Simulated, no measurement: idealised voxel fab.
Name of the process module below: voxel capacitor over wiring
Each square cell in cross-section cut measures 5 nm, and the section as a whole is 155 nm wide.
In this document a cross-section is written as a grid of square cells. It is given as a series of bands, listed from the top down, and a band is one or more rows of cells.
For a band, the entry starts with two heights in nm, that of the top and then that of the bottom, and carries on with the band's materials in order from left to right, each alongside its width in nm; the word "all across" beside a single material means it fills the band edge to edge, and "empty" means empty space.
All heights in this document are referenced to 0, defined as the level beneath which the wafer, as received, consists entirely of one material. The lowest band is not bounded below; it extends indefinitely downward and is written in the form "from 0 down".
The expression "30->40" gives the width at the extremes of the band, the first number at its top row of cells and the second at its bottom row, with the width changing by equal amounts from each row to the next in between.
When a step is marked "no change occurred", none of the cells in the cross-section changed during that step.
Enclosed void inventory: empty space of 8 cells or more with no open way to the top, each as width x height at its distance from the left edge, in nm
Note: text after step settings on the step line = simulator remark on that step.
A step line may carry the setting "overlay nm", which, for steps involving a mask, states the distance by which the mask lay to the right of its intended position; negative values denote displacement to the left.
-- Planned process steps
1) op RECEIVE | material Si
2) op CONFORMAL_DEP | material SiO2 | thk nm 15
3) op DIRECTIONAL_DEP | material TiN | thk nm 5
4) op DIRECTIONAL_DEP | material Ru | thk nm 15
5) op MASKED_ETCH | tone cover | mask id METAL_1 | width nm 25 | pitch nm 85 | etch materials Ru | depth nm 15 | overlay nm 0
6) op MASKED_ETCH | tone cover | mask id METAL_1 | width nm 25 | pitch nm 85 | etch materials TiN | depth nm 5 | overlay nm 0
7) op CONFORMAL_DEP | material SiN | thk nm 5
8) op FILL_DEP | material SiO2 | thk nm 5
9) op CMP | height nm 35
10) op CONFORMAL_DEP | material SiCN | thk nm 5
11) op DIRECTIONAL_DEP | material lowk | thk nm 20
12) op MASKED_ETCH | tone open | mask id PLUG_1 | width nm 15 | etch materials lowk | depth nm 20 | overlay nm 0
13) op MASKED_ETCH | tone open | mask id PLUG_1 | width nm 15 | etch materials SiCN | depth nm 5 | overlay nm 0
14) op EPI | material Ru | thk nm 10
15) op EPI | material Ru | thk nm 10
16) op EPI | material Ru | thk nm 5
17) op DIRECTIONAL_DEP | material TiN | thk nm 5
18) op DIRECTIONAL_DEP | material SiN | thk nm 5
19) op DIRECTIONAL_DEP | material TiN | thk nm 5
20) op MASKED_ETCH | tone cover | mask id UPPER_PLATE | width nm 65 | etch materials TiN | depth nm 5 | overlay nm 0
21) op MASKED_ETCH | tone cover | mask id UPPER_PLATE | width nm 65 | etch materials SiN | depth nm 5 | overlay nm 0
22) op PATTERN | tone cover | mask id LOWER_PLATE | material resist | width nm 75 | thk nm 20 | overlay nm 0
23) op DIRECTIONAL_ETCH | etch materials TiN | depth nm 5
24) op STRIP | etch materials resist
25) op FILL_DEP | material SiO2 | thk nm 20
26) op CMP | height nm 90
27) op PATTERN | tone open | mask id PLUG_2 | material resist | width nm 15 | thk nm 20 | overlay nm 0
28) op DIRECTIONAL_ETCH | etch materials SiO2 | depth nm 15
29) op STRIP | etch materials resist
30) op CONFORMAL_DEP | material TiN | thk nm 5
31) op FILL_DEP | material W | thk nm 10
32) op CMP | height nm 90
33) op CONFORMAL_DEP | material SiN | thk nm 5
-- The cross-section here shows the wafer as received, i.e. in its state after step 1
  from 0 down | Si all across
  Enclosed void inventory: none
-- As-planned run: cross-section of the first of two wafers at end of module
  from 95 to 90 | SiN all across
  from 90 to 80 | SiO2: 40; TiN: 5; W: 5; TiN: 5; SiO2: 100
  from 80 to 70 | SiO2: 40->30; TiN: 15->65; SiO2: 100->60
  from 70 to 65 | SiO2: 30; SiN: 65; SiO2: 60
  from 65 to 60 | SiO2: 25; TiN: 75; SiO2: 55
  from 60 to 40 | lowk: 30; Ru: 15; lowk: 110
  from 40 to 35 | SiCN: 30; Ru: 15; SiCN: 110
  from 35 to 20 | SiO2: 15; SiN: 5; Ru: 25; SiN: 5; SiO2: 50; SiN: 5; Ru: 25; SiN: 5; SiO2: 20
  from 20 to 15 | SiN: 20; TiN: 25; SiN: 60; TiN: 25; SiN: 25
  from 15 to 0 | SiO2 all across
  from 0 down | Si all across
  Enclosed void inventory: none
-- second wafer at the end: like start, like plan, one mistake
  from 95 to 90 | SiN all across
  from 90 to 80 | SiO2: 40; TiN: 5; W: 5; TiN: 5; SiO2: 100
  from 80 to 70 | SiO2: 40->45; TiN: 15->50; SiO2: 100->60
  from 70 to 65 | SiO2: 45; SiN: 50; SiO2: 60
  from 65 to 60 | SiO2: 25; TiN: 5; SiO2: 15; TiN: 55; SiO2: 55
  from 60 to 50 | lowk: 30; SiO2: 15; lowk: 110
  from 50 to 45 | lowk: 30; TiN: 15; lowk: 110
  from 45 to 40 | lowk: 30; SiN: 15; lowk: 110
  from 40 to 35 | SiCN: 30; TiN: 15; SiCN: 110
  from 35 to 30 | SiO2: 15; SiN: 35; SiO2: 50; SiN: 35; SiO2: 20
  from 30 to 20 | SiO2: 15; SiN: 5; Ru: 25; SiN: 5; SiO2: 50; SiN: 5; Ru: 25; SiN: 5; SiO2: 20
  from 20 to 15 | SiN: 20; Ru: 25; SiN: 60; Ru: 25; SiN: 25
  from 15 to 0 | SiO2 all across
  from 0 down | Si all across
  Enclosed void inventory: none
What broke from the plan during processing? step 3 of the plan was jumped over and never run
Materials where the second wafer ends with more or fewer cells than the first: 15 fewer of Ru; 10 more of SiN; 15 more of SiO2; 10 fewer of TiN
